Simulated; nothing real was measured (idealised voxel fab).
process module | voxel capacitor over wiring
cross-section cut | 245 nm wide | cells 5 nm
A cross-section is a grid of square cells, given in bands from the top down. A band is one or more rows of cells.
Each band's line starts with the height of the band's top and of its bottom, in nm. Then come its materials from left to right, each with its width in nm. One material with "throughout" fills the band from edge to edge. "air" is empty space.
Height 0 is the level under which the wafer as received is all one material. The lowest band goes on downwards, as in "0 down".
A width such as "30 to 40" changes by the same amount from each row of cells to the next, from the band's top row to its bottom row.
"no change" after a step means that no cell of the cross-section changed.
closed voids: empty space of 8 cells or more with no open way to the top, each as width x height at its distance from the left edge, in nm
after a step's settings: what the simulator itself notes on the step
overlay nm, on a step with a mask: how far to the right of its planned place the mask lay; to the left if negative
plan
1 op RECEIVE | material Si
2 op CONFORMAL_DEP | material SiO2 | thk nm 15
3 op DIRECTIONAL_DEP | material TiN | thk nm 5
4 op DIRECTIONAL_DEP | material Ru | thk nm 20
5 op PATTERN | tone cover | mask id METAL_1 | material resist | width nm 25 | pitch nm 75 | thk nm 20 | overlay nm 0
6 op DIRECTIONAL_ETCH | etch materials Ru | depth nm 20
7 op DIRECTIONAL_ETCH | etch materials TiN | depth nm 5
8 op STRIP | etch materials resist
9 op CONFORMAL_DEP | material SiCN | thk nm 5
10 op FILL_DEP | material SiO2 | thk nm 10
11 op CMP | height nm 40
12 op CONFORMAL_DEP | material SiCN | thk nm 5
13 op DIRECTIONAL_DEP | material lowk | thk nm 20
14 op MASKED_ETCH | tone open | mask id PLUG_1 | width nm 15 | etch materials lowk | depth nm 20 | overlay nm 0
15 op MASKED_ETCH | tone open | mask id PLUG_1 | width nm 15 | etch materials SiCN | depth nm 5 | overlay nm 0
16 op EPI | material Ru | thk nm 10
17 op EPI | material Ru | thk nm 10
18 op EPI | material Ru | thk nm 5
19 op DIRECTIONAL_DEP | material TiN | thk nm 10
20 op DIRECTIONAL_DEP | material SiN | thk nm 5
21 op DIRECTIONAL_DEP | material TiN | thk nm 5
22 op MASKED_ETCH | tone cover | mask id UPPER_PLATE | width nm 55 | etch materials TiN | depth nm 5 | overlay nm 0
23 op MASKED_ETCH | tone cover | mask id UPPER_PLATE | width nm 55 | etch materials SiN | depth nm 5 | overlay nm 0
24 op MASKED_ETCH | tone cover | mask id LOWER_PLATE | width nm 65 | etch materials TiN | depth nm 10 | overlay nm 0
25 op FILL_DEP | material SiO2 | thk nm 15
26 op CMP | height nm 95
27 op DIRECTIONAL_DEP | material aC | thk nm 10
28 op PATTERN | tone open | mask id PLUG_2 | material resist | width nm 15 | thk nm 25 | overlay nm 0
29 op DIRECTIONAL_ETCH | etch materials aC | depth nm 10
30 op STRIP | etch materials resist
31 op DIRECTIONAL_ETCH | etch materials SiO2 | depth nm 10
32 op STRIP | etch materials aC
33 op CONFORMAL_DEP | material TiN | thk nm 5
34 op FILL_DEP | material Cu | thk nm 10
35 op CMP | height nm 95
36 op CONFORMAL_DEP | material SiN | thk nm 5
first wafer, as planned
as received, after step 1
  0 down: Si throughout
  closed voids: none
after step 2
  15 to 0: SiO2 throughout
  below 0: unchanged
after step 3
  20 to 15: TiN throughout
  below 15: unchanged
after step 4
  40 to 20: Ru throughout
  below 20: unchanged
after step 5
  60 to 40: air 70 | resist 25 | air 50 | resist 25 | air 75
  below 40: unchanged
after step 6
  60 to 40: air 70 | resist 25 | air 50 | resist 25 | air 75
  40 to 20: air 70 | Ru 25 | air 50 | Ru 25 | air 75
  below 20: unchanged
after step 7
  60 to 40: air 70 | resist 25 | air 50 | resist 25 | air 75
  40 to 20: air 70 | Ru 25 | air 50 | Ru 25 | air 75
  20 to 15: air 70 | TiN 25 | air 50 | TiN 25 | air 75
  below 15: unchanged
after step 8
  40 to 20: air 70 | Ru 25 | air 50 | Ru 25 | air 75
  below 20: unchanged
after step 9
  45 to 40: air 65 | SiCN 35 | air 40 | SiCN 35 | air 70
  40 to 20: air 65 | SiCN 5 | Ru 25 | SiCN 5 | air 40 | SiCN 5 | Ru 25 | SiCN 5 | air 70
  20 to 15: SiCN 70 | TiN 25 | SiCN 50 | TiN 25 | SiCN 75
  below 15: unchanged
after step 10
  55 to 45: SiO2 throughout
  45 to 40: SiO2 65 | SiCN 35 | SiO2 40 | SiCN 35 | SiO2 70
  40 to 20: SiO2 65 | SiCN 5 | Ru 25 | SiCN 5 | SiO2 40 | SiCN 5 | Ru 25 | SiCN 5 | SiO2 70
  below 20: unchanged
after step 11
  40 to 20: SiO2 65 | SiCN 5 | Ru 25 | SiCN 5 | SiO2 40 | SiCN 5 | Ru 25 | SiCN 5 | SiO2 70
  below 20: unchanged
after step 12
  45 to 40: SiCN throughout
  below 40: unchanged
after step 13
  65 to 45: lowk throughout
  below 45: unchanged
after step 14
  65 to 45: lowk 80 | air 15 | lowk 150
  below 45: unchanged
after step 15
  65 to 45: lowk 80 | air 15 | lowk 150
  45 to 40: SiCN 80 | air 15 | SiCN 150
  below 40: unchanged
after step 16
  65 to 50: lowk 80 | air 15 | lowk 150
  50 to 45: lowk 80 | Ru 15 | lowk 150
  45 to 40: SiCN 80 | Ru 15 | SiCN 150
  below 40: unchanged
after step 17
  65 to 60: lowk 80 | air 15 | lowk 150
  60 to 45: lowk 80 | Ru 15 | lowk 150
  below 45: unchanged
after step 18
  65 to 45: lowk 80 | Ru 15 | lowk 150
  below 45: unchanged
after step 19
  75 to 65: TiN throughout
  below 65: unchanged
after step 20
  80 to 75: SiN throughout
  below 75: unchanged
after step 21
  85 to 80: TiN throughout
  below 80: unchanged
after step 22
  85 to 80: air 80 | TiN 55 | air 110
  below 80: unchanged
after step 23
  85 to 80: air 80 | TiN 55 | air 110
  80 to 75: air 80 | SiN 55 | air 110
  below 75: unchanged
after step 24
  85 to 80: air 80 | TiN 55 | air 110
  80 to 75: air 80 | SiN 55 | air 110
  75 to 65: air 75 | TiN 65 | air 105
  below 65: unchanged
after step 25
  100 to 85: SiO2 throughout
  85 to 80: SiO2 80 | TiN 55 | SiO2 110
  80 to 75: SiO2 80 | SiN 55 | SiO2 110
  75 to 65: SiO2 75 | TiN 65 | SiO2 105
  below 65: unchanged
after step 26
  95 to 85: SiO2 throughout
  below 85: unchanged
after step 27
  105 to 95: aC throughout
  below 95: unchanged
after step 28
  130 to 105: resist 90 | air 15 | resist 140
  below 105: unchanged
after step 29
  120 to 105: resist 90 | air 15 | resist 140
  105 to 95: aC 90 | air 15 | aC 140
  below 95: unchanged
after step 30
  105 to 95: aC 90 | air 15 | aC 140
  below 95: unchanged
after step 31
  105 to 95: aC 90 | air 15 | aC 140
  95 to 85: SiO2 90 | air 15 | SiO2 140
  below 85: unchanged
after step 32
  95 to 85: SiO2 90 | air 15 | SiO2 140
  below 85: unchanged
after step 33
  100 to 95: TiN 95 | air 5 | TiN 145
  95 to 90: SiO2 90 | TiN 5 | air 5 | TiN 5 | SiO2 140
  90 to 80: SiO2 90 to 80 | TiN 15 to 55 | SiO2 140 to 110
  below 80: unchanged
after step 34
  110 to 100: Cu throughout
  100 to 95: TiN 95 | Cu 5 | TiN 145
  95 to 90: SiO2 90 | TiN 5 | Cu 5 | TiN 5 | SiO2 140
  below 90: unchanged
after step 35
  95 to 90: SiO2 90 | TiN 5 | Cu 5 | TiN 5 | SiO2 140
  below 90: unchanged
after step 36
  100 to 95: SiN throughout
  below 95: unchanged
second wafer: like start, like plan, one mistake. Through step 15 it matches the first wafer
when step 17 should have ended
  70 to 65: air 75 | Ru 25 | air 145
  65 to 45: lowk 80 | Ru 15 | lowk 150
  45 to 40: SiCN 80 | Ru 15 | SiCN 150
  below 40: unchanged
when step 18 should have ended
  75 to 65: air 70 | Ru 35 | air 140
  below 65: unchanged
when step 19 should have ended
  85 to 75: air 70 | TiN 35 | air 140
  75 to 65: TiN 70 | Ru 35 | TiN 140
  below 65: unchanged
when step 20 should have ended
  90 to 85: air 70 | SiN 35 | air 140
  85 to 80: air 70 | TiN 35 | air 140
  80 to 75: SiN 70 | TiN 35 | SiN 140
  below 75: unchanged
when step 21 should have ended
  95 to 90: air 70 | TiN 35 | air 140
  90 to 85: air 70 | SiN 35 | air 140
  85 to 80: TiN throughout
  below 80: unchanged
when step 22 should have ended
  95 to 90: air 80 | TiN 25 | air 140
  90 to 85: air 70 | SiN 35 | air 140
  85 to 80: air 70 | TiN 65 | air 110
  below 80: unchanged
when step 23 should have ended
  95 to 90: air 80 | TiN 25 | air 140
  90 to 85: air 80 | SiN 25 | air 140
  85 to 80: air 70 | TiN 65 | air 110
  80 to 75: air 70 | TiN 35 | SiN 30 | air 110
  below 75: unchanged
when step 24 should have ended
  95 to 90: air 80 | TiN 25 | air 140
  90 to 85: air 80 | SiN 25 | air 140
  85 to 80: air 75 | TiN 60 | air 110
  80 to 75: air 75 | TiN 30 | SiN 30 | air 110
  75 to 65: air 70 | Ru 35 | TiN 35 | air 105
  below 65: unchanged
when step 25 should have ended
  110 to 95: SiO2 throughout
  95 to 90: SiO2 80 | TiN 25 | SiO2 140
  90 to 85: SiO2 80 | SiN 25 | SiO2 140
  85 to 80: SiO2 75 | TiN 60 | SiO2 110
  80 to 75: SiO2 75 | TiN 30 | SiN 30 | SiO2 110
  75 to 65: SiO2 70 | Ru 35 | TiN 35 | SiO2 105
  below 65: unchanged
when step 26 should have ended
  95 to 90: SiO2 80 | TiN 25 | SiO2 140
  below 90: unchanged
when step 27 should have ended
  105 to 95: aC throughout
  below 95: unchanged
when step 28 should have ended
  130 to 105: resist 90 | air 15 | resist 140
  below 105: unchanged
when step 29 should have ended
  120 to 105: resist 90 | air 15 | resist 140
  105 to 95: aC 90 | air 15 | aC 140
  below 95: unchanged
when step 30 should have ended
  105 to 95: aC 90 | air 15 | aC 140
  below 95: unchanged
when step 31 should have ended: no change
when step 32 should have ended
  95 to 90: SiO2 80 | TiN 25 | SiO2 140
  below 90: unchanged
when step 33 should have ended
  100 to 95: TiN throughout
  below 95: unchanged
when step 34 should have ended
  110 to 100: Cu throughout
  below 100: unchanged
when step 35 should have ended
  95 to 90: SiO2 80 | TiN 25 | SiO2 140
  below 90: unchanged
when step 36 should have ended
  100 to 95: SiN throughout
  below 95: unchanged
what went wrong: one of the steps 16 and 17, which are alike, was run twice
at the end the second wafer has, in cells: 1 fewer of Cu | 14 more of Ru | 8 fewer of SiO2 | 5 fewer of TiN
